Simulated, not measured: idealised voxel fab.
Presented below is a process module, voxel wiring stack.
Cross-sectional view cut (width: 300 nm; square cell size: 5 nm).
Reading order for cross-sections: top band down to bottom band. Underlying form: a grid of square cells. Band size: one or more rows of cells.
First you get the band's top height and its bottom height, in nm, and then the materials it's made of, left to right, with each width in nm. If you see a single material with "throughout", that one covers the band edge to edge. "air" is empty space.
Basically, 0 is our baseline, since under it the wafer straight out of the box is all one material. The bottom band has no lower end and keeps on going down, so it looks like "0 nm and below".
Per-row width for "30->40": begins at first number (top row of band), ends at second number (bottom row), increment between rows held constant.
When a step is marked "stayed the same", none of the cells in the cross-section changed during that step.
What "Fully sealed voids" gives you is every empty space of 8 cells or more that is cut off from the top. Each appears as width x height at distance, with the distance taken from the left edge and width, height and distance all in nm.
Read whatever lies past the settings on a step's line as the simulator's own remark about the step.
overlay nm: step with mask; distance mask lay right of planned place; negative value = left of planned place.

## Process steps foreseen in the plan
1,RECEIVE [material Si]
2,CONFORMAL_DEP [material SiO2] [thk nm 10]
3,DIRECTIONAL_DEP [material TiN] [thk nm 5]
4,DIRECTIONAL_DEP [material Ru] [thk nm 15]
5,PATTERN [tone cover] [mask id METAL_1] [material resist] [width nm 20] [pitch nm 40] [thk nm 15] [overlay nm 0]
6,DIRECTIONAL_ETCH [etch materials Ru] [depth nm 15]
7,DIRECTIONAL_ETCH [etch materials TiN] [depth nm 5]
8,STRIP [etch materials resist]
9,CONFORMAL_DEP [material SiCN] [thk nm 5]
10,FILL_DEP [material SiO2] [thk nm 5]
11,CMP [height nm 30]
12,CONFORMAL_DEP [material SiCN] [thk nm 5]
13,DIRECTIONAL_DEP [material SiO2] [thk nm 15]
14,DIRECTIONAL_DEP [material aC] [thk nm 15]
15,PATTERN [tone open] [mask id PLUG_1] [material resist] [width nm 15] [pitch nm 40] [thk nm 30] [overlay nm 0]
16,DIRECTIONAL_ETCH [etch materials aC] [depth nm 15]
17,STRIP [etch materials resist]
18,DIRECTIONAL_ETCH [etch materials SiO2] [depth nm 15]
19,DIRECTIONAL_ETCH [etch materials SiCN] [depth nm 5]
20,STRIP [etch materials aC]
21,CONFORMAL_DEP [material TiN] [thk nm 5]
22,FILL_DEP [material Cu] [thk nm 5]
23,CMP [height nm 50]
24,CONFORMAL_DEP [material SiN] [thk nm 5]
25,DIRECTIONAL_DEP [material lowk] [thk nm 20]
26,DIRECTIONAL_DEP [material aC] [thk nm 15]
27,PATTERN [tone open] [mask id METAL_2] [material resist] [width nm 20] [pitch nm 40] [thk nm 30] [overlay nm 0]
28,DIRECTIONAL_ETCH [etch materials aC] [depth nm 15]
29,STRIP [etch materials resist]
30,DIRECTIONAL_ETCH [etch materials lowk] [depth nm 20]
31,DIRECTIONAL_ETCH [etch materials SiN] [depth nm 5]
32,STRIP [etch materials aC]
33,CONFORMAL_DEP [material TiN] [thk nm 5]
34,FILL_DEP [material Cu] [thk nm 5]
35,CMP [height nm 75]
36,CONFORMAL_DEP [material SiCN] [thk nm 5]
37,DIRECTIONAL_DEP [material lowk] [thk nm 30]
38,PATTERN [tone open] [mask id METAL_3_HOLES] [material resist] [width nm 15] [thk nm 20] [overlay nm 0]
39,DIRECTIONAL_ETCH [etch materials lowk] [depth nm 30]
40,STRIP [etch materials resist]
41,MASKED_ETCH [tone open] [mask id METAL_3] [width nm 20] [pitch nm 40] [etch materials lowk] [depth nm 15] [overlay nm 0]
42,MASKED_ETCH [tone open] [mask id METAL_3] [width nm 20] [pitch nm 40] [etch materials SiCN] [depth nm 5] [overlay nm 0]
43,CONFORMAL_DEP [material TiN] [thk nm 5]
44,FILL_DEP [material Ru] [thk nm 5]
45,CMP [height nm 110]
46,CONFORMAL_DEP [material SiN] [thk nm 5]

## Delivered wafer in cross-section: state after step 1
  0 nm and below | Si throughout
  Fully sealed voids: none

## Wafer cross-section at module end: first of two, run to plan
  115 nm to 110 nm | SiN throughout
  110 nm to 100 nm | lowk (120); TiN (5); Ru (10); TiN (5); lowk (20); TiN (5); Ru (10); TiN (5); lowk (120)
  100 nm to 95 nm | lowk (120); TiN (5); Ru (5); TiN (10); lowk (20); TiN (20); lowk (120)
  95 nm to 80 nm | lowk (120); TiN (5); Ru (5); TiN (5); lowk (165)
  80 nm to 75 nm | SiCN (120); TiN (15); SiCN (165)
  75 nm to 55 nm | lowk (120); TiN (5); Cu (10); TiN (5); lowk (20); TiN (5); Cu (10); TiN (5); lowk (120)
  55 nm to 50 nm | SiN (120); TiN (20); SiN (20); TiN (20); SiN (120)
  50 nm to 35 nm | SiO2 (120); TiN (5); Cu (5); TiN (5); SiO2 (25); TiN (5); Cu (5); TiN (5); SiO2 (125)
  35 nm to 30 nm | SiCN (120); TiN (15); SiCN (25); TiN (15); SiCN (125)
  30 nm to 15 nm | SiO2 (115); SiCN (5); Ru (20); SiCN (5); SiO2 (10); SiCN (5); Ru (20); SiCN (5); SiO2 (115)
  15 nm to 10 nm | SiCN (120); TiN (20); SiCN (20); TiN (20); SiCN (120)
  10 nm to 0 nm | SiO2 throughout
  0 nm and below | Si throughout
  Fully sealed voids: none

## End-of-module cross-section of the second wafer: identical starting point and process plan to the first, with one processing mistake
  115 nm to 110 nm | SiN throughout
  110 nm to 80 nm | lowk (120); TiN (5); Ru (10); TiN (5); lowk (20); TiN (5); Ru (10); TiN (5); lowk (120)
  80 nm to 75 nm | SiCN (120); TiN (20); SiCN (20); TiN (20); SiCN (120)
  75 nm to 55 nm | lowk (120); TiN (5); Cu (10); TiN (5); lowk (20); TiN (5); Cu (10); TiN (5); lowk (120)
  55 nm to 50 nm | SiN (120); TiN (20); SiN (20); TiN (20); SiN (120)
  50 nm to 35 nm | SiO2 (120); TiN (5); Cu (5); TiN (5); SiO2 (25); TiN (5); Cu (5); TiN (5); SiO2 (125)
  35 nm to 30 nm | SiCN (120); TiN (15); SiCN (25); TiN (15); SiCN (125)
  30 nm to 15 nm | SiO2 (115); SiCN (5); Ru (20); SiCN (5); SiO2 (10); SiCN (5); Ru (20); SiCN (5); SiO2 (115)
  15 nm to 10 nm | SiCN (120); TiN (20); SiCN (20); TiN (20); SiCN (120)
  10 nm to 0 nm | SiO2 throughout
  0 nm and below | Si throughout
  Fully sealed voids: none
What broke from the plan during processing? step 41 of the plan was twice carried out
Final tally in cells, some materials are higher or lower on the second wafer than on the first: 12 more of Ru; 5 fewer of SiCN; 8 more of TiN; 15 fewer of lowk
